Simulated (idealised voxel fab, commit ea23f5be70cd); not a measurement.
The following is a process module called voxel double patterning.
The cross-section shown here is cut; it is 250 nm wide and divided into square cells measuring 5 nm on a side.
A cross-section is a grid of square cells, given in bands from the top down. A band is one or more rows of cells. It is stipulated that each band's entry specify, in nanometres, the height of the top of the band and then that of its bottom, followed by the materials of the band in left-to-right sequence, each together with its width in nanometres. A single material marked by the word "all across" is understood to fill the band from edge to edge; the word "blank" is understood to denote empty space. Heads up on the height convention: 0 is the point under which the incoming wafer is all one material, and the lowest band has no bottom, it just keeps going down, like "from 0 down". A two-number width, for instance "30 to 40", indicates that the width is equal to the first number in the top row of the band and to the second number in the bottom row, and that it changes by a constant amount per row of cells. For the purposes of this document, the phrase "left unchanged" attached to a step denotes that no cell within the cross-section was modified by that step. Voids not open to the top, 8 cells minimum: see "Voids, fully enclosed". Written width x height at distance; distance is from the left edge; nm. Text after the settings on a step's line: the simulator's own remark on that step. overlay nm: on a step with a mask, how far right of its planned place the mask lay; negative means left.

**Below is the list of planned process steps**
1 RECEIVE (material Si)
2 CONFORMAL_DEP (material SiO2; thk nm 10)
3 DIRECTIONAL_DEP (material W; thk nm 15)
4 DIRECTIONAL_DEP (material SiN; thk nm 10)
5 MASKED_ETCH (tone open; mask id FIRST; width nm 15; pitch nm 50; etch materials SiN; depth nm 10; overlay nm 0)
6 MASKED_ETCH (tone open; mask id SECOND; width nm 15; etch materials SiN; depth nm 10; overlay nm 0)
7 DIRECTIONAL_ETCH (etch materials W; depth nm 15)
8 STRIP (etch materials SiN)

**Run as planned: first of two wafers**

**This is the cross-section of the wafer as we received it, i.e. after step 1**
	from 0 down = Si all across
	Voids, fully enclosed: none

**So this is the wafer cross-section right after step 2**
	from 10 to 0 = SiO2 all across
	At heights below 0, the structure remains unaltered.

**So this is the wafer cross-section right after step 3**
	from 25 to 10 = W all across
	At heights below 10, the structure remains unaltered.

**So this is the wafer cross-section right after step 4**
	from 35 to 25 = SiN all across
	At heights below 25, the structure remains unaltered.

**So this is the wafer cross-section right after step 5**
	from 35 to 25 = 90 SiN, then 15 blank, then 35 SiN, then 15 blank, then 95 SiN
	At heights below 25, the structure remains unaltered.

**So this is the wafer cross-section right after step 6**
	from 35 to 25 = 90 SiN, then 15 blank, then 10 SiN, then 15 blank, then 10 SiN, then 15 blank, then 95 SiN
	At heights below 25, the structure remains unaltered.

**So this is the wafer cross-section right after step 7**
	from 35 to 25 = 90 SiN, then 15 blank, then 10 SiN, then 15 blank, then 10 SiN, then 15 blank, then 95 SiN
	from 25 to 10 = 90 W, then 15 blank, then 10 W, then 15 blank, then 10 W, then 15 blank, then 95 W
	At heights below 10, the structure remains unaltered.

**So this is the wafer cross-section right after step 8**
	from 25 to 10 = 90 W, then 15 blank, then 10 W, then 15 blank, then 10 W, then 15 blank, then 95 W
	At heights below 10, the structure remains unaltered.

**The Second Wafer: Common Origin and Plan, One Mistake in Execution, Identical to the First Through Step 5**

**At the planned end of step 6, the second wafer in cross-section**
	from 35 to 25 = 115 blank, then 15 SiN, then 120 blank
	At heights below 25, the structure remains unaltered.

**At the planned end of step 7, the second wafer in cross-section**
	from 35 to 25 = 115 blank, then 15 SiN, then 120 blank
	from 25 to 10 = 115 blank, then 15 W, then 120 blank
	At heights below 10, the structure remains unaltered.

**At the planned end of step 8, the second wafer in cross-section**
	from 25 to 10 = 115 blank, then 15 W, then 120 blank
	At heights below 10, the structure remains unaltered.
Short version of what went wrong: step 6 ran differently from the plan; actual operation with settings: MASKED_ETCH (tone cover; mask id SECOND; width nm 15; etch materials SiN; depth nm 10; overlay nm 0)
Final comparison by cell count, materials where the second wafer has more or fewer than the first: 114 fewer of W
